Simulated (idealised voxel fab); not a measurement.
Name of the process module below: voxel lift off
Cross-section cut spans 165 nm and uses square cells 5 nm in size.
Notation: cross-section as square-cell grid; stated in bands, top first, going down; one or more cell rows per band.
Read a band's entry like this: the first values are the height of its top and the height of its bottom in nm, and what follows is the sequence of materials from left to right, each with its width in nm. Note that "blank" is empty space, and that a single material marked "everywhere" reaches across the band from edge to edge.
Heights are reckoned from 0. Under this level, the received wafer is all of one material. The bottommost band is open-ended downward, for example "0 down".
So if you see something like "30->40" for the width, read it as the top row of the band sitting at the first number and the bottom row at the second, with every row in between moving by the same amount as the last.
A step reported as "all unchanged" is a step in which no cell of the cross-section changed.
"Sealed void inventory" specifies each empty space that is not open to the top and that occupies no fewer than 8 cells, using the form width x height at distance, the distance measured from the left edge and all three quantities in nm.
Read whatever lies past the settings on a step's line as the simulator's own remark about the step.
Regarding "overlay nm": on a step with a mask, it is the distance the mask lay to the right of its planned place; a negative value places it to the left.
Note: before/after cross-section pairs follow, one process step per pair, after-side truncated at the lowest changed band, step and settings given beneath. Different runs of this module on the same starting wafer may supply the pairs; a pair continues the one above only where the "Structure before processing" entry says so.

**Structure before processing**
    0 down: Si everywhere
    Sealed void inventory: none

**Step Outcome**
    5 to 0: Al2O3 everywhere
    Below 0, no change.
    Sealed void inventory: none
Step, before to after (see cross-sections above): CONFORMAL_DEP,material Al2O3,thk nm 5

Structure before processing: look at the pair above, its after cross-section is where this step starts.

**Step Outcome**
    20 to 5: resist 20 nm  blank 30 nm  resist 15 nm  blank 30 nm  resist 15 nm  blank 30 nm  resist 25 nm
    Below 5, no change.
    Sealed void inventory: none
Step, before to after (see cross-sections above): PATTERN,tone open,mask id LINES,material resist,width nm 30,pitch nm 45,thk nm 15,overlay nm 0

Structure before processing: look at the pair above, its after cross-section is where this step starts.

**Step Outcome**
    25 to 20: Ru 20 nm  blank 30 nm  Ru 15 nm  blank 30 nm  Ru 15 nm  blank 30 nm  Ru 25 nm
    20 to 10: resist 20 nm  blank 30 nm  resist 15 nm  blank 30 nm  resist 15 nm  blank 30 nm  resist 25 nm
    10 to 5: resist 20 nm  Ru 30 nm  resist 15 nm  Ru 30 nm  resist 15 nm  Ru 30 nm  resist 25 nm
    Below 5, no change.
    Sealed void inventory: none
Step, before to after (see cross-sections above): DIRECTIONAL_DEP,material Ru,thk nm 5

Structure before processing: look at the pair above, its after cross-section is where this step starts.

**Step Outcome**
    10 to 5: blank 20 nm  Ru 30 nm  blank 15 nm  Ru 30 nm  blank 15 nm  Ru 30 nm  blank 25 nm
    Below 5, no change.
    Sealed void inventory: none
Step, before to after (see cross-sections above): STRIP,etch materials resist

Structure before processing: look at the pair above, its after cross-section is where this step starts.

**Step Outcome**
    15 to 10: blank 15 nm  SiN 40 nm  blank 5 nm  SiN 40 nm  blank 5 nm  SiN 40 nm  blank 20 nm
    10 to 5: SiN 20 nm  Ru 30 nm  SiN 15 nm  Ru 30 nm  SiN 15 nm  Ru 30 nm  SiN 25 nm
    Below 5, no change.
    Sealed void inventory: none
Step, before to after (see cross-sections above): CONFORMAL_DEP,material SiN,thk nm 5

**Structure before processing**
    10 to 5: blank 20 nm  Ru 30 nm  blank 15 nm  Ru 30 nm  blank 15 nm  Ru 30 nm  blank 25 nm
    5 to 0: Al2O3 everywhere
    0 down: Si everywhere
    Sealed void inventory: none

**Step Outcome**
    25 to 20: blank 5 nm  SiN 150 nm  blank 10 nm
    20 to 10: SiN everywhere
    10 to 5: SiN 20 nm  Ru 30 nm  SiN 15 nm  Ru 30 nm  SiN 15 nm  Ru 30 nm  SiN 25 nm
    Below 5, no change.
    Sealed void inventory: none
Step, before to after (see cross-sections above): CONFORMAL_DEP,material SiN,thk nm 15

**Structure before processing**
    5 to 0: Al2O3 everywhere
    0 down: Si everywhere
    Sealed void inventory: none

**Step Outcome**
    20 to 5: resist 25 nm  blank 20 nm  resist 25 nm  blank 20 nm  resist 25 nm  blank 20 nm  resist 30 nm
    Below 5, no change.
    Sealed void inventory: none
Step, before to after (see cross-sections above): PATTERN,tone open,mask id LINES,material resist,width nm 20,pitch nm 45,thk nm 15,overlay nm 0

Structure before processing: look at the pair above, its after cross-section is where this step starts.

**Step Outcome**
    25 to 20: Ru 25 nm  blank 20 nm  Ru 25 nm  blank 20 nm  Ru 25 nm  blank 20 nm  Ru 30 nm
    20 to 10: resist 25 nm  blank 20 nm  resist 25 nm  blank 20 nm  resist 25 nm  blank 20 nm  resist 30 nm
    10 to 5: resist 25 nm  Ru 20 nm  resist 25 nm  Ru 20 nm  resist 25 nm  Ru 20 nm  resist 30 nm
    Below 5, no change.
    Sealed void inventory: none
Step, before to after (see cross-sections above): DIRECTIONAL_DEP,material Ru,thk nm 5

Structure before processing: look at the pair above, its after cross-section is where this step starts.

**Step Outcome**
    10 to 5: blank 25 nm  Ru 20 nm  blank 25 nm  Ru 20 nm  blank 25 nm  Ru 20 nm  blank 30 nm
    Below 5, no change.
    Sealed void inventory: none
Step, before to after (see cross-sections above): STRIP,etch materials resist

Structure before processing: look at the pair above, its after cross-section is where this step starts.

**Step Outcome**
    15 to 10: blank 20 nm  SiN 30 nm  blank 15 nm  SiN 30 nm  blank 15 nm  SiN 30 nm  blank 25 nm
    10 to 5: SiN 25 nm  Ru 20 nm  SiN 25 nm  Ru 20 nm  SiN 25 nm  Ru 20 nm  SiN 30 nm
    Below 5, no change.
    Sealed void inventory: none
Step, before to after (see cross-sections above): CONFORMAL_DEP,material SiN,thk nm 5

**Structure before processing**
    5 to 0: Al2O3 everywhere
    0 down: Si everywhere
    Sealed void inventory: none

**Step Outcome**
    20 to 5: resist 15 nm  blank 30 nm  resist 15 nm  blank 30 nm  resist 15 nm  blank 30 nm  resist 30 nm
    Below 5, no change.
    Sealed void inventory: none
Step, before to after (see cross-sections above): PATTERN,tone open,mask id LINES,material resist,width nm 30,pitch nm 45,thk nm 15,overlay nm -5

Structure before processing: look at the pair above, its after cross-section is where this step starts.

**Step Outcome**
    25 to 20: Ru 15 nm  blank 30 nm  Ru 15 nm  blank 30 nm  Ru 15 nm  blank 30 nm  Ru 30 nm
    20 to 10: resist 15 nm  blank 30 nm  resist 15 nm  blank 30 nm  resist 15 nm  blank 30 nm  resist 30 nm
    10 to 5: resist 15 nm  Ru 30 nm  resist 15 nm  Ru 30 nm  resist 15 nm  Ru 30 nm  resist 30 nm
    Below 5, no change.
    Sealed void inventory: none
Step, before to after (see cross-sections above): DIRECTIONAL_DEP,material Ru,thk nm 5

Structure before processing: look at the pair above, its after cross-section is where this step starts.

**Step Outcome**
    10 to 5: blank 15 nm  Ru 30 nm  blank 15 nm  Ru 30 nm  blank 15 nm  Ru 30 nm  blank 30 nm
    Below 5, no change.
    Sealed void inventory: none
Step, before to after (see cross-sections above): STRIP,etch materials resist

Structure before processing: look at the pair above, its after cross-section is where this step starts.

**Step Outcome**
    15 to 10: blank 10 nm  SiN 40 nm  blank 5 nm  SiN 40 nm  blank 5 nm  SiN 40 nm  blank 25 nm
    10 to 5: SiN 15 nm  Ru 30 nm  SiN 15 nm  Ru 30 nm  SiN 15 nm  Ru 30 nm  SiN 30 nm
    Below 5, no change.
    Sealed void inventory: none
Step, before to after (see cross-sections above): CONFORMAL_DEP,material SiN,thk nm 5

**Structure before processing**
    10 to 5: blank 20 nm  Ru 30 nm  blank 15 nm  Ru 30 nm  blank 15 nm  Ru 30 nm  blank 25 nm
    5 to 0: Al2O3 everywhere
    0 down: Si everywhere
    Sealed void inventory: none

**Step Outcome**
    15 to 10: blank 15 nm  Ru 40 nm  blank 5 nm  Ru 40 nm  blank 5 nm  Ru 40 nm  blank 20 nm
    10 to 5: Ru everywhere
    Below 5, no change.
    Sealed void inventory: none
Step, before to after (see cross-sections above): CONFORMAL_DEP,material Ru,thk nm 5

**Structure before processing**
    5 to 0: Al2O3 everywhere
    0 down: Si everywhere
    Sealed void inventory: none

**Step Outcome**
    20 to 5: blank 20 nm  resist 30 nm  blank 15 nm  resist 30 nm  blank 15 nm  resist 30 nm  blank 25 nm
    Below 5, no change.
    Sealed void inventory: none
Step, before to after (see cross-sections above): PATTERN,tone cover,mask id LINES,material resist,width nm 30,pitch nm 45,thk nm 15,overlay nm 0

Structure before processing: look at the pair above, its after cross-section is where this step starts.

**Step Outcome**
    25 to 20: blank 20 nm  Ru 30 nm  blank 15 nm  Ru 30 nm  blank 15 nm  Ru 30 nm  blank 25 nm
    20 to 10: blank 20 nm  resist 30 nm  blank 15 nm  resist 30 nm  blank 15 nm  resist 30 nm  blank 25 nm
    10 to 5: Ru 20 nm  resist 30 nm  Ru 15 nm  resist 30 nm  Ru 15 nm  resist 30 nm  Ru 25 nm
    Below 5, no change.
    Sealed void inventory: none
Step, before to after (see cross-sections above): DIRECTIONAL_DEP,material Ru,thk nm 5

Structure before processing: look at the pair above, its after cross-section is where this step starts.

**Step Outcome**
    10 to 5: Ru 20 nm  blank 30 nm  Ru 15 nm  blank 30 nm  Ru 15 nm  blank 30 nm  Ru 25 nm
    Below 5, no change.
    Sealed void inventory: none
Step, before to after (see cross-sections above): STRIP,etch materials resist

Structure before processing: look at the pair above, its after cross-section is where this step starts.

**Step Outcome**
    15 to 10: SiN 25 nm  blank 20 nm  SiN 25 nm  blank 20 nm  SiN 25 nm  blank 20 nm  SiN 30 nm
    10 to 5: Ru 20 nm  SiN 30 nm  Ru 15 nm  SiN 30 nm  Ru 15 nm  SiN 30 nm  Ru 25 nm
    Below 5, no change.
    Sealed void inventory: none
Step, before to after (see cross-sections above): CONFORMAL_DEP,material SiN,thk nm 5
